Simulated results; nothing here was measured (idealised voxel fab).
Presented below is a process module, voxel self aligned vias.
Displayed cross-section: cut, width of 190 nm, square cells sized 5 nm.
If you're reading a cross-section in this doc, picture square cells in a grid; it comes to you as bands, top ones listed first down to the bottom, and a band can be one or more rows of cells.
A band entry consists of two parts. The first gives the height of the band's top and the height of its bottom, in nm. The rest lists the band's materials from left to right, each with its width in nm. A single material labelled with the word "all across" fills the band from edge to edge, and the word "empty" marks empty space.
The level at which height equals 0 is the one under which the wafer, as it arrives, is entirely one material. No lower edge exists for the bottom band, which continues downward and is notated as in "0 down".
A width given as "30..40" starts at the first number in the band's top row and ends at the second number in its bottom row, shifting by an equal amount at every step from row to row.
Any step labelled "everything unchanged" changed none of the cells in the cross-section.
The entry "Entrapped voids" lists the empty spaces that cover at least 8 cells and have no open path to the top. Each is written as width x height at distance, where the distance is measured from the left edge and all three values are in nm.
If you see something after the settings on a step's line, that's the simulator's own remark about that step.
The setting "overlay nm" may be written on the line of a step. When the step uses a mask, the value reports how far to the right of the planned place the mask lay, and a negative value reports that it lay to the left.
## Set out below are the planned steps of the process
1) RECEIVE: material Si
2) CONFORMAL_DEP: material SiO2, thk nm 10
3) CONFORMAL_DEP: material SiCN, thk nm 5
4) DIRECTIONAL_DEP: material SiO2, thk nm 25
5) PATTERN: tone open, mask id LINES, material resist, width nm 30, pitch nm 80, thk nm 20, overlay nm 0
6) DIRECTIONAL_ETCH: etch materials SiO2, depth nm 25
7) STRIP: etch materials resist
8) CONFORMAL_DEP: material TiN, thk nm 5
9) FILL_DEP: material Ru, thk nm 10
10) CMP: height nm 40
11) SELECTIVE_ETCH: etch materials W Ru TiN, depth nm 10
12) FILL_DEP: material SiN, thk nm 10
13) CMP: height nm 40
14) DIRECTIONAL_DEP: material SiO2, thk nm 15
15) MASKED_ETCH: tone open, mask id VIAS, width nm 50, pitch nm 80, etch materials SiO2, depth nm 15, overlay nm 0
16) MASKED_ETCH: tone open, mask id VIAS, width nm 50, pitch nm 80, etch materials SiN, depth nm 10, overlay nm 0
17) CONFORMAL_DEP: material TiN, thk nm 5
18) FILL_DEP: material Cu, thk nm 10
19) CMP: height nm 55
20) CONFORMAL_DEP: material SiCN, thk nm 5
## The first wafer of two, processed as planned
## Cross-sectional view of the wafer in its as-received condition, corresponding to the state after step 1
	0 down = Si all across
	Entrapped voids: none
## Wafer xsec, post step 2
	10 to 0 = SiO2 all across
	Nothing below the height 0 has changed.
## Wafer xsec, post step 3
	15 to 10 = SiCN all across
	Nothing below the height 10 has changed.
## Wafer xsec, post step 4
	40 to 15 = SiO2 all across
	Nothing below the height 15 has changed.
## Wafer xsec, post step 5
	60 to 40 = resist 40  empty 30  resist 50  empty 30  resist 40
	Nothing below the height 40 has changed.
## Wafer xsec, post step 6
	60 to 40 = resist 40  empty 30  resist 50  empty 30  resist 40
	40 to 15 = SiO2 40  empty 30  SiO2 50  empty 30  SiO2 40
	Nothing below the height 15 has changed.
## Wafer xsec, post step 7
	40 to 15 = SiO2 40  empty 30  SiO2 50  empty 30  SiO2 40
	Nothing below the height 15 has changed.
## Wafer xsec, post step 8
	45 to 40 = TiN 45  empty 20  TiN 60  empty 20  TiN 45
	40 to 20 = SiO2 40  TiN 5  empty 20  TiN 5  SiO2 50  TiN 5  empty 20  TiN 5  SiO2 40
	20 to 15 = SiO2 40  TiN 30  SiO2 50  TiN 30  SiO2 40
	Nothing below the height 15 has changed.
## Wafer xsec, post step 9
	55 to 45 = Ru all across
	45 to 40 = TiN 45  Ru 20  TiN 60  Ru 20  TiN 45
	40 to 20 = SiO2 40  TiN 5  Ru 20  TiN 5  SiO2 50  TiN 5  Ru 20  TiN 5  SiO2 40
	Nothing below the height 20 has changed.
## Wafer xsec, post step 10
	40 to 20 = SiO2 40  TiN 5  Ru 20  TiN 5  SiO2 50  TiN 5  Ru 20  TiN 5  SiO2 40
	Nothing below the height 20 has changed.
## Wafer xsec, post step 11
	40 to 30 = SiO2 40  empty 30  SiO2 50  empty 30  SiO2 40
	Nothing below the height 30 has changed.
## Wafer xsec, post step 12
	50 to 40 = SiN all across
	40 to 30 = SiO2 40  SiN 30  SiO2 50  SiN 30  SiO2 40
	Nothing below the height 30 has changed.
## Wafer xsec, post step 13
	40 to 30 = SiO2 40  SiN 30  SiO2 50  SiN 30  SiO2 40
	Nothing below the height 30 has changed.
## Wafer xsec, post step 14
	55 to 40 = SiO2 all across
	Nothing below the height 40 has changed.
## Wafer xsec, post step 15
	55 to 40 = SiO2 30  empty 50  SiO2 30  empty 50  SiO2 30
	Nothing below the height 40 has changed.
## Wafer xsec, post step 16
	55 to 40 = SiO2 30  empty 50  SiO2 30  empty 50  SiO2 30
	40 to 30 = SiO2 40  empty 30  SiO2 50  empty 30  SiO2 40
	Nothing below the height 30 has changed.
## Wafer xsec, post step 17
	60 to 55 = TiN 35  empty 40  TiN 40  empty 40  TiN 35
	55 to 45 = SiO2 30  TiN 5  empty 40  TiN 5  SiO2 30  TiN 5  empty 40  TiN 5  SiO2 30
	45 to 35 = SiO2 30..40  TiN 15..5  empty 20  TiN 15..5  SiO2 30..50  TiN 15..5  empty 20  TiN 15..5  SiO2 30..40
	35 to 30 = SiO2 40  TiN 30  SiO2 50  TiN 30  SiO2 40
	Nothing below the height 30 has changed.
## Wafer xsec, post step 18
	70 to 60 = Cu all across
	60 to 55 = TiN 35  Cu 40  TiN 40  Cu 40  TiN 35
	55 to 45 = SiO2 30  TiN 5  Cu 40  TiN 5  SiO2 30  TiN 5  Cu 40  TiN 5  SiO2 30
	45 to 35 = SiO2 30..40  TiN 15..5  Cu 20  TiN 15..5  SiO2 30..50  TiN 15..5  Cu 20  TiN 15..5  SiO2 30..40
	Nothing below the height 35 has changed.
## Wafer xsec, post step 19
	55 to 45 = SiO2 30  TiN 5  Cu 40  TiN 5  SiO2 30  TiN 5  Cu 40  TiN 5  SiO2 30
	Nothing below the height 45 has changed.
## Wafer xsec, post step 20
	60 to 55 = SiCN all across
	Nothing below the height 55 has changed.
## Second wafer - shared start and plan with the first - one error in running - same as the first up to step 1 inclusive
## Second wafer at the planned finish of step 2, seen in cross-section
	5 to 0 = SiO2 all across
	Nothing below the height 0 has changed.
## Second wafer at the planned finish of step 3, seen in cross-section
	10 to 5 = SiCN all across
	Nothing below the height 5 has changed.
## Second wafer at the planned finish of step 4, seen in cross-section
	35 to 10 = SiO2 all across
	Nothing below the height 10 has changed.
## Second wafer at the planned finish of step 5, seen in cross-section
	55 to 35 = resist 40  empty 30  resist 50  empty 30  resist 40
	Nothing below the height 35 has changed.
## Second wafer at the planned finish of step 6, seen in cross-section
	55 to 35 = resist 40  empty 30  resist 50  empty 30  resist 40
	35 to 10 = SiO2 40  empty 30  SiO2 50  empty 30  SiO2 40
	Nothing below the height 10 has changed.
## Second wafer at the planned finish of step 7, seen in cross-section
	35 to 10 = SiO2 40  empty 30  SiO2 50  empty 30  SiO2 40
	Nothing below the height 10 has changed.
## Second wafer at the planned finish of step 8, seen in cross-section
	40 to 35 = TiN 45  empty 20  TiN 60  empty 20  TiN 45
	35 to 15 = SiO2 40  TiN 5  empty 20  TiN 5  SiO2 50  TiN 5  empty 20  TiN 5  SiO2 40
	15 to 10 = SiO2 40  TiN 30  SiO2 50  TiN 30  SiO2 40
	Nothing below the height 10 has changed.
## Second wafer at the planned finish of step 9, seen in cross-section
	50 to 40 = Ru all across
	40 to 35 = TiN 45  Ru 20  TiN 60  Ru 20  TiN 45
	35 to 15 = SiO2 40  TiN 5  Ru 20  TiN 5  SiO2 50  TiN 5  Ru 20  TiN 5  SiO2 40
	Nothing below the height 15 has changed.
## Second wafer at the planned finish of step 10, seen in cross-section
	40 to 35 = TiN 45  Ru 20  TiN 60  Ru 20  TiN 45
	Nothing below the height 35 has changed.
## Second wafer at the planned finish of step 11, seen in cross-section
	35 to 30 = SiO2 40  empty 30  SiO2 50  empty 30  SiO2 40
	Nothing below the height 30 has changed.
## Second wafer at the planned finish of step 12, seen in cross-section
	45 to 35 = SiN all across
	35 to 30 = SiO2 40  SiN 30  SiO2 50  SiN 30  SiO2 40
	Nothing below the height 30 has changed.
## Second wafer at the planned finish of step 13, seen in cross-section
	40 to 35 = SiN all across
	Nothing below the height 35 has changed.
## Second wafer at the planned finish of step 14, seen in cross-section
	55 to 40 = SiO2 all across
	Nothing below the height 40 has changed.
## Second wafer at the planned finish of step 15, seen in cross-section
	55 to 40 = SiO2 30  empty 50  SiO2 30  empty 50  SiO2 30
	Nothing below the height 40 has changed.
## Second wafer at the planned finish of step 16, seen in cross-section
	55 to 40 = SiO2 30  empty 50  SiO2 30  empty 50  SiO2 30
	40 to 35 = SiN 30  empty 50  SiN 30  empty 50  SiN 30
	35 to 30 = SiO2 40  empty 30  SiO2 50  empty 30  SiO2 40
	Nothing below the height 30 has changed.
## Second wafer at the planned finish of step 17, seen in cross-section
	60 to 55 = TiN 35  empty 40  TiN 40  empty 40  TiN 35
	55 to 40 = SiO2 30  TiN 5  empty 40  TiN 5  SiO2 30  TiN 5  empty 40  TiN 5  SiO2 30
	40 to 35 = SiN 30  TiN 15  empty 20  TiN 15  SiN 30  TiN 15  empty 20  TiN 15  SiN 30
	35 to 30 = SiO2 40  TiN 30  SiO2 50  TiN 30  SiO2 40
	Nothing below the height 30 has changed.
## Second wafer at the planned finish of step 18, seen in cross-section
	70 to 60 = Cu all across
	60 to 55 = TiN 35  Cu 40  TiN 40  Cu 40  TiN 35
	55 to 40 = SiO2 30  TiN 5  Cu 40  TiN 5  SiO2 30  TiN 5  Cu 40  TiN 5  SiO2 30
	40 to 35 = SiN 30  TiN 15  Cu 20  TiN 15  SiN 30  TiN 15  Cu 20  TiN 15  SiN 30
	Nothing below the height 35 has changed.
## Second wafer at the planned finish of step 19, seen in cross-section
	55 to 40 = SiO2 30  TiN 5  Cu 40  TiN 5  SiO2 30  TiN 5  Cu 40  TiN 5  SiO2 30
	Nothing below the height 40 has changed.
## Second wafer at the planned finish of step 20, seen in cross-section
	60 to 55 = SiCN all across
	Nothing below the height 55 has changed.
The plan and the run diverged here: step 2: run off-plan, actual operation and settings CONFORMAL_DEP: material SiO2, thk nm 5
Final comparison by cell count, materials where the second wafer has more or fewer than the first: Cu: 8 more, Ru: 8 more, SiN: 18 more, SiO2: 38 fewer, TiN: 4 more
